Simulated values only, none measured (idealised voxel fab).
Title: Process Module voxel capacitor over wiring
Each square cell in cross-section cut measures 5 nm, and the section as a whole is 215 nm wide.
If you're reading a cross-section in this doc, picture square cells in a grid; it comes to you as bands, top ones listed first down to the bottom, and a band can be one or more rows of cells. Read a band's entry like this: the first values are the height of its top and the height of its bottom in nm, and what follows is the sequence of materials from left to right, each with its width in nm. Note that "empty" is empty space, and that a single material marked "everywhere" reaches across the band from edge to edge. Height reference: 0 = level under which incoming wafer is all one material. Lowest band: no bottom, runs on downward, e.g. "0 nm and below". A two-number width, for instance "30..40", indicates that the width is equal to the first number in the top row of the band and to the second number in the bottom row, and that it changes by a constant amount per row of cells. A step reported as "no change occurred" is a step in which no cell of the cross-section changed. Each empty space that has no open way to the top and spans at least 8 cells appears under "Encapsulated voids" as width x height at distance, the distance counted from the left edge, all in nm. Post-settings text on a step line: simulator's own remark regarding the step. When a step includes a mask, the "overlay nm" setting on its line states how far to the right of its planned place that mask lay, and negative values state how far to the left.
The steps planned for the process are as follows
1. RECEIVE (material Si)
2. CONFORMAL_DEP (material SiO2; thk nm 15)
3. CONFORMAL_DEP (material SiCN; thk nm 5)
4. DIRECTIONAL_DEP (material SiO2; thk nm 20)
5. MASKED_ETCH (tone open; mask id METAL_1; width nm 30; pitch nm 80; etch materials SiO2; depth nm 20; overlay nm 0)
6. MASKED_ETCH (tone open; mask id METAL_1; width nm 30; pitch nm 80; etch materials SiCN; depth nm 5; overlay nm 0)
7. CONFORMAL_DEP (material TiN; thk nm 5)
8. FILL_DEP (material Cu; thk nm 10)
9. CMP (height nm 40)
10. CONFORMAL_DEP (material SiCN; thk nm 5)
11. DIRECTIONAL_DEP (material lowk; thk nm 15)
12. MASKED_ETCH (tone open; mask id PLUG_1; width nm 15; etch materials lowk; depth nm 15; overlay nm 0)
13. MASKED_ETCH (tone open; mask id PLUG_1; width nm 15; etch materials SiCN; depth nm 5; overlay nm 0)
14. CONFORMAL_DEP (material TiN; thk nm 5)
15. FILL_DEP (material W; thk nm 10)
16. CMP (height nm 60)
17. DIRECTIONAL_DEP (material TiN; thk nm 10)
18. DIRECTIONAL_DEP (material HfO2; thk nm 5)
19. DIRECTIONAL_DEP (material TiN; thk nm 5)
20. MASKED_ETCH (tone cover; mask id UPPER_PLATE; width nm 55; etch materials TiN; depth nm 5; overlay nm 0)
21. MASKED_ETCH (tone cover; mask id UPPER_PLATE; width nm 55; etch materials HfO2; depth nm 5; overlay nm 0)
22. MASKED_ETCH (tone cover; mask id LOWER_PLATE; width nm 65; etch materials TiN; depth nm 10; overlay nm 0)
23. FILL_DEP (material SiO2; thk nm 20)
24. CMP (height nm 95)
25. MASKED_ETCH (tone open; mask id PLUG_2; width nm 15; etch materials SiO2; depth nm 15; overlay nm 0)
26. CONFORMAL_DEP (material TiN; thk nm 5)
27. FILL_DEP (material Cu; thk nm 10)
28. CMP (height nm 95)
29. CONFORMAL_DEP (material SiCN; thk nm 5)
First of two wafers - as planned
Incoming wafer in cross-section (state: after step 1)
> 0 nm and below | Si everywhere
> Encapsulated voids: none
State of the wafer after step 2, shown in cross-section
> 15 nm to 0 nm | SiO2 everywhere
> Below 0, the layers are the same as they were.
State of the wafer after step 3, shown in cross-section
> 20 nm to 15 nm | SiCN everywhere
> Below 15, the layers are the same as they were.
State of the wafer after step 4, shown in cross-section
> 40 nm to 20 nm | SiO2 everywhere
> Below 20, the layers are the same as they were.
State of the wafer after step 5, shown in cross-section
> 40 nm to 20 nm | 50 nm SiO2 | 30 nm empty | 50 nm SiO2 | 30 nm empty | 55 nm SiO2
> Below 20, the layers are the same as they were.
State of the wafer after step 6, shown in cross-section
> 40 nm to 20 nm | 50 nm SiO2 | 30 nm empty | 50 nm SiO2 | 30 nm empty | 55 nm SiO2
> 20 nm to 15 nm | 50 nm SiCN | 30 nm empty | 50 nm SiCN | 30 nm empty | 55 nm SiCN
> Below 15, the layers are the same as they were.
State of the wafer after step 7, shown in cross-section
> 45 nm to 40 nm | 55 nm TiN | 20 nm empty | 60 nm TiN | 20 nm empty | 60 nm TiN
> 40 nm to 20 nm | 50 nm SiO2 | 5 nm TiN | 20 nm empty | 5 nm TiN | 50 nm SiO2 | 5 nm TiN | 20 nm empty | 5 nm TiN | 55 nm SiO2
> 20 nm to 15 nm | 50 nm SiCN | 30 nm TiN | 50 nm SiCN | 30 nm TiN | 55 nm SiCN
> Below 15, the layers are the same as they were.
State of the wafer after step 8, shown in cross-section
> 55 nm to 45 nm | Cu everywhere
> 45 nm to 40 nm | 55 nm TiN | 20 nm Cu | 60 nm TiN | 20 nm Cu | 60 nm TiN
> 40 nm to 20 nm | 50 nm SiO2 | 5 nm TiN | 20 nm Cu | 5 nm TiN | 50 nm SiO2 | 5 nm TiN | 20 nm Cu | 5 nm TiN | 55 nm SiO2
> Below 20, the layers are the same as they were.
State of the wafer after step 9, shown in cross-section
> 40 nm to 20 nm | 50 nm SiO2 | 5 nm TiN | 20 nm Cu | 5 nm TiN | 50 nm SiO2 | 5 nm TiN | 20 nm Cu | 5 nm TiN | 55 nm SiO2
> Below 20, the layers are the same as they were.
State of the wafer after step 10, shown in cross-section
> 45 nm to 40 nm | SiCN everywhere
> Below 40, the layers are the same as they were.
State of the wafer after step 11, shown in cross-section
> 60 nm to 45 nm | lowk everywhere
> Below 45, the layers are the same as they were.
State of the wafer after step 12, shown in cross-section
> 60 nm to 45 nm | 65 nm lowk | 15 nm empty | 135 nm lowk
> Below 45, the layers are the same as they were.
State of the wafer after step 13, shown in cross-section
> 60 nm to 45 nm | 65 nm lowk | 15 nm empty | 135 nm lowk
> 45 nm to 40 nm | 65 nm SiCN | 15 nm empty | 135 nm SiCN
> Below 40, the layers are the same as they were.
State of the wafer after step 14, shown in cross-section
> 65 nm to 60 nm | 70 nm TiN | 5 nm empty | 140 nm TiN
> 60 nm to 45 nm | 65 nm lowk | 5 nm TiN | 5 nm empty | 5 nm TiN | 135 nm lowk
> 45 nm to 40 nm | 65 nm SiCN | 15 nm TiN | 135 nm SiCN
> Below 40, the layers are the same as they were.
State of the wafer after step 15, shown in cross-section
> 75 nm to 65 nm | W everywhere
> 65 nm to 60 nm | 70 nm TiN | 5 nm W | 140 nm TiN
> 60 nm to 45 nm | 65 nm lowk | 5 nm TiN | 5 nm W | 5 nm TiN | 135 nm lowk
> Below 45, the layers are the same as they were.
State of the wafer after step 16, shown in cross-section
> 60 nm to 45 nm | 65 nm lowk | 5 nm TiN | 5 nm W | 5 nm TiN | 135 nm lowk
> Below 45, the layers are the same as they were.
State of the wafer after step 17, shown in cross-section
> 70 nm to 60 nm | TiN everywhere
> Below 60, the layers are the same as they were.
State of the wafer after step 18, shown in cross-section
> 75 nm to 70 nm | HfO2 everywhere
> Below 70, the layers are the same as they were.
State of the wafer after step 19, shown in cross-section
> 80 nm to 75 nm | TiN everywhere
> Below 75, the layers are the same as they were.
State of the wafer after step 20, shown in cross-section
> 80 nm to 75 nm | 65 nm empty | 55 nm TiN | 95 nm empty
> Below 75, the layers are the same as they were.
State of the wafer after step 21, shown in cross-section
> 80 nm to 75 nm | 65 nm empty | 55 nm TiN | 95 nm empty
> 75 nm to 70 nm | 65 nm empty | 55 nm HfO2 | 95 nm empty
> Below 70, the layers are the same as they were.
State of the wafer after step 22, shown in cross-section
> 80 nm to 75 nm | 65 nm empty | 55 nm TiN | 95 nm empty
> 75 nm to 70 nm | 65 nm empty | 55 nm HfO2 | 95 nm empty
> 70 nm to 60 nm | 60 nm empty | 65 nm TiN | 90 nm empty
> Below 60, the layers are the same as they were.
State of the wafer after step 23, shown in cross-section
> 100 nm to 80 nm | SiO2 everywhere
> 80 nm to 75 nm | 65 nm SiO2 | 55 nm TiN | 95 nm SiO2
> 75 nm to 70 nm | 65 nm SiO2 | 55 nm HfO2 | 95 nm SiO2
> 70 nm to 60 nm | 60 nm SiO2 | 65 nm TiN | 90 nm SiO2
> Below 60, the layers are the same as they were.
State of the wafer after step 24, shown in cross-section
> 95 nm to 80 nm | SiO2 everywhere
> Below 80, the layers are the same as they were.
State of the wafer after step 25, shown in cross-section
> 95 nm to 80 nm | 75 nm SiO2 | 15 nm empty | 125 nm SiO2
> Below 80, the layers are the same as they were.
State of the wafer after step 26, shown in cross-section
> 100 nm to 95 nm | 80 nm TiN | 5 nm empty | 130 nm TiN
> 95 nm to 85 nm | 75 nm SiO2 | 5 nm TiN | 5 nm empty | 5 nm TiN | 125 nm SiO2
> 85 nm to 75 nm | 75..65 nm SiO2 | 15..55 nm TiN | 125..95 nm SiO2
> Below 75, the layers are the same as they were.
State of the wafer after step 27, shown in cross-section
> 110 nm to 100 nm | Cu everywhere
> 100 nm to 95 nm | 80 nm TiN | 5 nm Cu | 130 nm TiN
> 95 nm to 85 nm | 75 nm SiO2 | 5 nm TiN | 5 nm Cu | 5 nm TiN | 125 nm SiO2
> Below 85, the layers are the same as they were.
State of the wafer after step 28, shown in cross-section
> 95 nm to 85 nm | 75 nm SiO2 | 5 nm TiN | 5 nm Cu | 5 nm TiN | 125 nm SiO2
> Below 85, the layers are the same as they were.
State of the wafer after step 29, shown in cross-section
> 100 nm to 95 nm | SiCN everywhere
> Below 95, the layers are the same as they were.
Notes, second wafer: start = first wafer's, plan = first wafer's, execution had one mistake; history identical to first through step 17
Second wafer at the planned finish of step 18, seen in cross-section: no change occurred
Second wafer at the planned finish of step 19, seen in cross-section
> 75 nm to 60 nm | TiN everywhere
> Below 60, the layers are the same as they were.
Second wafer at the planned finish of step 20, seen in cross-section
> 75 nm to 70 nm | 65 nm empty | 55 nm TiN | 95 nm empty
> Below 70, the layers are the same as they were.
Second wafer at the planned finish of step 21, seen in cross-section: no change occurred
Second wafer at the planned finish of step 22, seen in cross-section
> 75 nm to 70 nm | 65 nm empty | 55 nm TiN | 95 nm empty
> 70 nm to 60 nm | 60 nm empty | 65 nm TiN | 90 nm empty
> Below 60, the layers are the same as they were.
Second wafer at the planned finish of step 23, seen in cross-section
> 95 nm to 75 nm | SiO2 everywhere
> 75 nm to 70 nm | 65 nm SiO2 | 55 nm TiN | 95 nm SiO2
> 70 nm to 60 nm | 60 nm SiO2 | 65 nm TiN | 90 nm SiO2
> Below 60, the layers are the same as they were.
Second wafer at the planned finish of step 24, seen in cross-section: no change occurred
Second wafer at the planned finish of step 25, seen in cross-section
> 95 nm to 80 nm | 75 nm SiO2 | 15 nm empty | 125 nm SiO2
> Below 80, the layers are the same as they were.
Second wafer at the planned finish of step 26, seen in cross-section
> 100 nm to 95 nm | 80 nm TiN | 5 nm empty | 130 nm TiN
> 95 nm to 85 nm | 75 nm SiO2 | 5 nm TiN | 5 nm empty | 5 nm TiN | 125 nm SiO2
> 85 nm to 80 nm | 75 nm SiO2 | 15 nm TiN | 125 nm SiO2
> Below 80, the layers are the same as they were.
Second wafer at the planned finish of step 27, seen in cross-section
> 110 nm to 100 nm | Cu everywhere
> 100 nm to 95 nm | 80 nm TiN | 5 nm Cu | 130 nm TiN
> 95 nm to 85 nm | 75 nm SiO2 | 5 nm TiN | 5 nm Cu | 5 nm TiN | 125 nm SiO2
> Below 85, the layers are the same as they were.
Second wafer at the planned finish of step 28, seen in cross-section
> 95 nm to 85 nm | 75 nm SiO2 | 5 nm TiN | 5 nm Cu | 5 nm TiN | 125 nm SiO2
> Below 85, the layers are the same as they were.
Second wafer at the planned finish of step 29, seen in cross-section
> 100 nm to 95 nm | SiCN everywhere
> Below 95, the layers are the same as they were.
Misprocessing identified: yeah, step 18 of the plan got skipped, never ran
Once processing is complete, comparing cell counts shows that the second wafer has more or fewer of certain materials than the first: -11 HfO2 | +11 SiO2
